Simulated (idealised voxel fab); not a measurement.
process module | voxel quadruple lines
cross-section cut | 165 nm wide | cells 5 nm
A cross-section is a grid of square cells, given in bands from the top down. A band is one or more rows of cells.
Each band's line starts with the height of the band's top and of its bottom, in nm. Then come its materials from left to right, each with its width in nm. One material with "throughout" fills the band from edge to edge. "air" is empty space.
Height 0 is the level under which the wafer as received is all one material. The lowest band goes on downwards, as in "0 down".
A width such as "30 to 40" changes by the same amount from each row of cells to the next, from the band's top row to its bottom row.
"no change" after a step means that no cell of the cross-section changed.
closed voids: empty space of 8 cells or more with no open way to the top, each as width x height at its distance from the left edge, in nm
after a step's settings: what the simulator itself notes on the step
overlay nm, on a step with a mask: how far to the right of its planned place the mask lay; to the left if negative
plan
1 op RECEIVE | material Si
2 op CONFORMAL_DEP | material SiO2 | thk nm 10
3 op DIRECTIONAL_DEP | material Ru | thk nm 10
4 op DIRECTIONAL_DEP | material polySi | thk nm 20
5 op DIRECTIONAL_DEP | material aC | thk nm 25
6 op PATTERN | tone cover | mask id MANDREL | material resist | width nm 25 | thk nm 35 | overlay nm 0
7 op DIRECTIONAL_ETCH | etch materials aC | depth nm 25
8 op STRIP | etch materials resist
9 op CONFORMAL_DEP | material SiO2 | thk nm 15
10 op DIRECTIONAL_ETCH | etch materials SiO2 | depth nm 5
11 op STRIP | etch materials aC
12 op DIRECTIONAL_ETCH | etch materials polySi | depth nm 20
13 op STRIP | etch materials SiO2
14 op CONFORMAL_DEP | material SiN | thk nm 5
15 op DIRECTIONAL_ETCH | etch materials SiN | depth nm 5
16 op STRIP | etch materials polySi
17 op DIRECTIONAL_ETCH | etch materials Ru | depth nm 10
18 op STRIP | etch materials SiN
19 op FILL_DEP | material lowk | thk nm 10
20 op CMP | height nm 20
varied across the wafers: depth nm of step 10. The plan shows the first wafer's value. All wafers start alike
first wafer as received, after step 1
  0 down: Si throughout
  closed voids: none
each wafer at the end: cells of each material gained (+) or lost (-) since it was received, then its closed voids
depth nm 5 | +66 SiO2 | +66 lowk | closed voids: none
depth nm 10 | +66 SiO2 | +66 lowk | closed voids: none
depth nm 15 | +8 Ru | +66 SiO2 | +58 lowk | closed voids: none
depth nm 20 | +8 Ru | +66 SiO2 | +58 lowk | closed voids: none
depth nm 25 | +8 Ru | +66 SiO2 | +58 lowk | closed voids: none
depth nm 30 | +8 Ru | +66 SiO2 | +58 lowk | closed voids: none
